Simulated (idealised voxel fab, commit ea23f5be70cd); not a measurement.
process module | voxel local oxidation
cross-section cut | 235 nm wide | cells 5 nm
A cross-section is a grid of square cells, given in bands from the top down. A band is one or more rows of cells.
Each band's line starts with the height of the band's top and of its bottom, in nm. Then come its materials from left to right, each with its width in nm. One material with "throughout" fills the band from edge to edge. "air" is empty space.
Height 0 is the level under which the wafer as received is all one material. The lowest band goes on downwards, as in "0 down".
A width such as "30 to 40" changes by the same amount from each row of cells to the next, from the band's top row to its bottom row.
"no change" after a step means that no cell of the cross-section changed.
closed voids: empty space of 8 cells or more with no open way to the top, each as width x height at its distance from the left edge, in nm
after a step's settings: what the simulator itself notes on the step
overlay nm, on a step with a mask: how far to the right of its planned place the mask lay; to the left if negative
plan
1 op RECEIVE | material Si
2 op OXIDIZE | depth nm 5
3 op CONFORMAL_DEP | material SiN | thk nm 15
4 op MASKED_ETCH | tone cover | mask id ACTIVE | width nm 110 | etch materials SiN | depth nm 15 | overlay nm 0
5 op SELECTIVE_ETCH | etch materials SiO2 | depth nm 5
6 op OXIDIZE | depth nm 10
7 op STRIP | etch materials SiN
first wafer, as planned
as received, after step 1
  0 down: Si throughout
  closed voids: none
after step 2
  0 to -5: SiO2 throughout
  below -5: unchanged
after step 3
  15 to 0: SiN throughout
  below 0: unchanged
after step 4
  15 to 0: air 60 | SiN 110 | air 65
  below 0: unchanged
after step 5
  15 to 0: air 60 | SiN 110 | air 65
  0 to -5: air 65 | SiO2 100 | air 70
  below -5: unchanged
after step 6
  15 to 0: air 60 | SiN 110 | air 65
  0 to -5: air 65 | SiO2 100 | air 70
  -5 to -15: SiO2 75 | Si 80 | SiO2 80
  below -15: unchanged
after step 7
  0 to -5: air 65 | SiO2 100 | air 70
  below -5: unchanged
second wafer: like start, like plan, one mistake. Through step 1 it matches the first wafer
when step 2 should have ended
  0 to -5: SiO2 throughout
  below -5: unchanged
when step 3 should have ended
  15 to 0: SiN throughout
  below 0: unchanged
when step 4 should have ended
  15 to 0: air 60 | SiN 110 | air 65
  below 0: unchanged
when step 5 should have ended
  15 to 0: air 60 | SiN 110 | air 65
  0 to -5: air 65 | SiO2 100 | air 70
  below -5: unchanged
when step 6 should have ended
  15 to 0: air 60 | SiN 110 | air 65
  0 to -5: air 65 | SiO2 100 | air 70
  -5 to -15: SiO2 75 | Si 80 | SiO2 80
  below -15: unchanged
when step 7 should have ended
  0 to -5: air 65 | SiO2 100 | air 70
  below -5: unchanged
what went wrong: step 2 was run twice
at the end the two cross-sections are the same: no effect in what this model computes
